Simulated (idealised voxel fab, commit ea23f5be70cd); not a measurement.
Process module in this document: voxel air gaps
The cross-section shown here is cut; it is 240 nm wide and divided into square cells measuring 5 nm on a side.
Each cross-section below is a grid of square cells, stated as bands in top-down order, with one or more rows of cells making up each band. Look at the band entry: it leads with the top's height and the bottom's height in nm. Then it lists the materials left to right, with a width in nm for each. The word "edge to edge" on a single material says that material fills the band edge to edge. The word "air" is empty space. Heights from 0 (as-received wafer is one material below). Bottom band endless downward, as "0..down". Top row gets the first number, bottom row gets the second, and each row in between changes by the same step: that is how a band width like "30 to 40" works. Step marked "nothing got changed"? Then no cell in the cross-section changed in it. Look at "Closed void register" for the closed voids: empty spaces with no open path to the top, sized 8 cells or up. Each is width x height at distance, distance from the left edge, all nm. What comes after the settings on a step's line is commentary from the simulator itself on that step. If you see "overlay nm" on a step's line and that step has a mask, it's telling you how far right of where it was planned the mask ended up; a negative number means it went left instead. Heads up before you read on: it's before/after pairs around one process step each, after side only down to the lowest band that changed, step plus settings under the pair. Pairs can be from different runs of this module, same starting wafer, so only chain a pair onto the one above if its "before" entry says so.
**before**
	65..55: 35 of air  35 of Ru  10 of air  35 of Ru  10 of air  35 of Ru  10 of air  35 of Ru  35 of air
	55..20: 45 of air  5 of TiN  5 of Cu  5 of TiN  30 of air  5 of TiN  5 of Cu  5 of TiN  30 of air  5 of TiN  5 of Cu  5 of TiN  30 of air  5 of TiN  5 of Cu  5 of TiN  45 of air
	20..15: 45 of air  15 of TiN  30 of air  15 of TiN  30 of air  15 of TiN  30 of air  15 of TiN  45 of air
	15..10: SiCN edge to edge
	10..0: Ru edge to edge
	0..down: Si edge to edge
	Closed void register: none
**Post-Step Cross-Section**
	70..65: 30 of air  180 of SiCN  30 of air
	65..55: 30 of air  5 of SiCN  35 of Ru  10 of SiCN  35 of Ru  10 of SiCN  35 of Ru  10 of SiCN  35 of Ru  5 of SiCN  30 of air
	55..50: 30 of air  15 of SiCN  5 of TiN  5 of Cu  5 of TiN  30 of SiCN  5 of TiN  5 of Cu  5 of TiN  30 of SiCN  5 of TiN  5 of Cu  5 of TiN  30 of SiCN  5 of TiN  5 of Cu  5 of TiN  15 of SiCN  30 of air
	50..20: 40 of air  5 of SiCN  5 of TiN  5 of Cu  5 of TiN  5 of SiCN  20 of air  5 of SiCN  5 of TiN  5 of Cu  5 of TiN  5 of SiCN  20 of air  5 of SiCN  5 of TiN  5 of Cu  5 of TiN  5 of SiCN  20 of air  5 of SiCN  5 of TiN  5 of Cu  5 of TiN  5 of SiCN  40 of air
	20..15: 45 of SiCN  15 of TiN  30 of SiCN  15 of TiN  30 of SiCN  15 of TiN  30 of SiCN  15 of TiN  45 of SiCN
	For the remainder of the cross-section, below 15, there is no change.
	Closed void register: 20 x 30 at 65; 20 x 30 at 110; 20 x 30 at 155
Quick note on the step between the two cross-sections above: CONFORMAL_DEP: material SiCN, thk nm 5
**before**
	55..15: SiO2 edge to edge
	15..10: SiCN edge to edge
	10..0: SiO2 edge to edge
	0..down: Si edge to edge
	Closed void register: none
**Post-Step Cross-Section**
	55..15: 45 of air  15 of SiO2  30 of air  15 of SiO2  30 of air  15 of SiO2  30 of air  15 of SiO2  45 of air
	For the remainder of the cross-section, below 15, there is no change.
	Closed void register: none
Quick note on the step between the two cross-sections above: MASKED_ETCH: tone cover, mask id LINES, width nm 15, pitch nm 45, etch materials SiO2, depth nm 40, overlay nm 0
before: identical to the post-step cross-section of the immediately preceding pair.
**Post-Step Cross-Section**
	60..55: 40 of air  25 of TiN  20 of air  25 of TiN  20 of air  25 of TiN  20 of air  25 of TiN  40 of air
	55..20: 40 of air  5 of TiN  15 of SiO2  5 of TiN  20 of air  5 of TiN  15 of SiO2  5 of TiN  20 of air  5 of TiN  15 of SiO2  5 of TiN  20 of air  5 of TiN  15 of SiO2  5 of TiN  40 of air
	20..15: 45 of TiN  15 of SiO2  30 of TiN  15 of SiO2  30 of TiN  15 of SiO2  30 of TiN  15 of SiO2  45 of TiN
	For the remainder of the cross-section, below 15, there is no change.
	Closed void register: none
Quick note on the step between the two cross-sections above: CONFORMAL_DEP: material TiN, thk nm 5
before: identical to the post-step cross-section of the immediately preceding pair.
**Post-Step Cross-Section**
	70..60: Cu edge to edge
	60..55: 40 of Cu  25 of TiN  20 of Cu  25 of TiN  20 of Cu  25 of TiN  20 of Cu  25 of TiN  40 of Cu
	55..20: 40 of Cu  5 of TiN  15 of SiO2  5 of TiN  20 of Cu  5 of TiN  15 of SiO2  5 of TiN  20 of Cu  5 of TiN  15 of SiO2  5 of TiN  20 of Cu  5 of TiN  15 of SiO2  5 of TiN  40 of Cu
	For the remainder of the cross-section, below 20, there is no change.
	Closed void register: none
Quick note on the step between the two cross-sections above: FILL_DEP: material Cu, thk nm 10
before: identical to the post-step cross-section of the immediately preceding pair.
**Post-Step Cross-Section**
	55..20: 40 of Cu  5 of TiN  15 of SiO2  5 of TiN  20 of Cu  5 of TiN  15 of SiO2  5 of TiN  20 of Cu  5 of TiN  15 of SiO2  5 of TiN  20 of Cu  5 of TiN  15 of SiO2  5 of TiN  40 of Cu
	For the remainder of the cross-section, below 20, there is no change.
	Closed void register: none
Quick note on the step between the two cross-sections above: CMP: height nm 55
before: identical to the post-step cross-section of the immediately preceding pair.
**Post-Step Cross-Section**
	65..55: Ru edge to edge
	For the remainder of the cross-section, below 55, there is no change.
	Closed void register: none
Quick note on the step between the two cross-sections above: EPI: material Ru, thk nm 10
before: identical to the post-step cross-section of the immediately preceding pair.
**Post-Step Cross-Section**
	70..65: SiCN edge to edge
	For the remainder of the cross-section, below 65, there is no change.
	Closed void register: none
Quick note on the step between the two cross-sections above: CONFORMAL_DEP: material SiCN, thk nm 5
